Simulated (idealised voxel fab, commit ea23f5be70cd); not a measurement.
This is a process module. Its name is voxel trench capacitor.
The width of the displayed cross-section, cut, is 255 nm; its cells are square, with a size of 5 nm.
Think of the cross-section as a grid of square cells. We describe it in bands, top to bottom, and each band covers one or more rows of those cells.
Each band's line starts with the height of the band's top and of its bottom, in nm. Then come its materials from left to right, each with its width in nm. One material with "all across" fills the band from edge to edge. "blank" is empty space.
The reference from which all heights are counted is 0, the level beneath which the as-received wafer is entirely one material; the lowest band, having no lower bound, proceeds downward and is written after the example "0 nm and below".
When a width is written as two numbers, as in "30..40", the first number is the width in the top row of cells of the band and the second is the width in its bottom row, and the width changes by the same amount from each row to the next.
When a step is marked "stayed the same", none of the cells in the cross-section changed during that step.
Each empty space that has no open way to the top and spans at least 8 cells appears under "Trapped cavities" as width x height at distance, the distance counted from the left edge, all in nm.
Post-settings text on a step line: simulator's own remark regarding the step.
"overlay nm" denotes, for a step that has a mask, the displacement of the mask to the right of its planned place, with negative values corresponding to the left.
### Process steps - plan
1) RECEIVE (material Si)
2) CONFORMAL_DEP (material SiN; thk nm 10)
3) PATTERN (tone open; mask id TRENCH; material resist; width nm 25; pitch nm 50; thk nm 20; overlay nm 0)
4) DIRECTIONAL_ETCH (etch materials SiN; depth nm 10)
5) DIRECTIONAL_ETCH (etch materials Si; depth nm 30)
6) STRIP (etch materials resist)
7) CONFORMAL_DEP (material Al2O3; thk nm 5)
8) CONFORMAL_DEP (material TiN; thk nm 5)
9) FILL_DEP (material W; thk nm 10)
10) CMP (height nm 10)
### Incoming wafer in cross-section (state: after step 1)
	0 nm and below = Si all across
	Trapped cavities: none
### Wafer cross-section at end of module: start and plan as shown above, one execution error
	10 nm to 0 nm = TiN all across
	0 nm and below = Si all across
	Trapped cavities: none
Processing error: step 2 ran differently from the plan; actual operation with settings: CONFORMAL_DEP (material TiN; thk nm 10)
